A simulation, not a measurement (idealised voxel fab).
Proc. module: voxel air gaps
Xsec cut, 260 nm wide, square cell size 5 nm.
How to read a cross-section here: the picture is a grid of square cells, written as bands going from the top down, and any band can span one or more rows of cells.
Heights first: top, then bottom, in nm. Then materials, left to right, each with a width in nm. "throughout" on a single material: fills the band edge to edge. "air": empty space.
Where do heights start? At 0: under that level the wafer as delivered is made of one material only. And the lowest band has no floor; it just carries on downward, as in "0 and below".
When a width is written as two numbers, as in "30->40", the first number is the width in the top row of cells of the band and the second is the width in its bottom row, and the width changes by the same amount from each row to the next.
"remained the same" (step): cross-section cells unchanged, all of them.
This entry, "Sealed internal voids", enumerates those empty regions of no fewer than 8 cells that possess no open connection to the top. Each region is reported in the form width x height at distance, the distance being taken from the left edge, with all three quantities expressed in nm.
Formally, on a step line, whatever follows the settings is a remark that the simulator itself makes on the step.
The setting "overlay nm" may be written on the line of a step. When the step uses a mask, the value reports how far to the right of the planned place the mask lay, and a negative value reports that it lay to the left.
-- The process steps that were planned are listed below
1. op RECEIVE | material Si
2. op CONFORMAL_DEP | material SiO2 | thk nm 10
3. op CONFORMAL_DEP | material SiCN | thk nm 5
4. op DIRECTIONAL_DEP | material lowk | thk nm 35
5. op DIRECTIONAL_DEP | material aC | thk nm 10
6. op PATTERN | tone open | mask id LINES | material resist | width nm 25 | pitch nm 55 | thk nm 30 | overlay nm 0
7. op DIRECTIONAL_ETCH | etch materials aC | depth nm 10
8. op STRIP | etch materials resist
9. op DIRECTIONAL_ETCH | etch materials lowk | depth nm 35
10. op STRIP | etch materials aC
11. op CONFORMAL_DEP | material TiN | thk nm 5
12. op FILL_DEP | material Ru | thk nm 10
13. op CMP | height nm 50
14. op EPI | material Ru | thk nm 10
15. op SELECTIVE_ETCH | etch materials lowk | depth nm 45
16. op CONFORMAL_DEP | material SiCN | thk nm 5
-- Incoming wafer, cross-sectional view, post step 1
* 0 and below = Si throughout
* Sealed internal voids: none
-- Cross-section, end of module. Start: as above. Plan: as above. Execution: one mistake
* 65 down to 60 = SiCN throughout
* 60 down to 50 = Ru 45, SiCN 5, Ru 50, SiCN 5, Ru 50, SiCN 5, Ru 50, SiCN 5, Ru 45
* 50 down to 45 = Ru 30, TiN 5, SiCN 25, TiN 5, Ru 20, TiN 5, SiCN 25, TiN 5, Ru 20, TiN 5, SiCN 25, TiN 5, Ru 20, TiN 5, SiCN 25, TiN 5, Ru 30
* 45 down to 20 = Ru 30, TiN 5, SiCN 5, air 15, SiCN 5, TiN 5, Ru 20, TiN 5, SiCN 5, air 15, SiCN 5, TiN 5, Ru 20, TiN 5, SiCN 5, air 15, SiCN 5, TiN 5, Ru 20, TiN 5, SiCN 5, air 15, SiCN 5, TiN 5, Ru 30
* 20 down to 15 = TiN 35, SiCN 25, TiN 30, SiCN 25, TiN 30, SiCN 25, TiN 30, SiCN 25, TiN 35
* 15 down to 10 = SiCN throughout
* 10 down to 0 = SiO2 throughout
* 0 and below = Si throughout
* Sealed internal voids: 15 x 25 at 40; 15 x 25 at 95; 15 x 25 at 150; 15 x 25 at 205
Diagnosis: step 6 did not use the planned setting and instead ran as op PATTERN | tone cover | mask id LINES | material resist | width nm 25 | pitch nm 55 | thk nm 30 | overlay nm 0
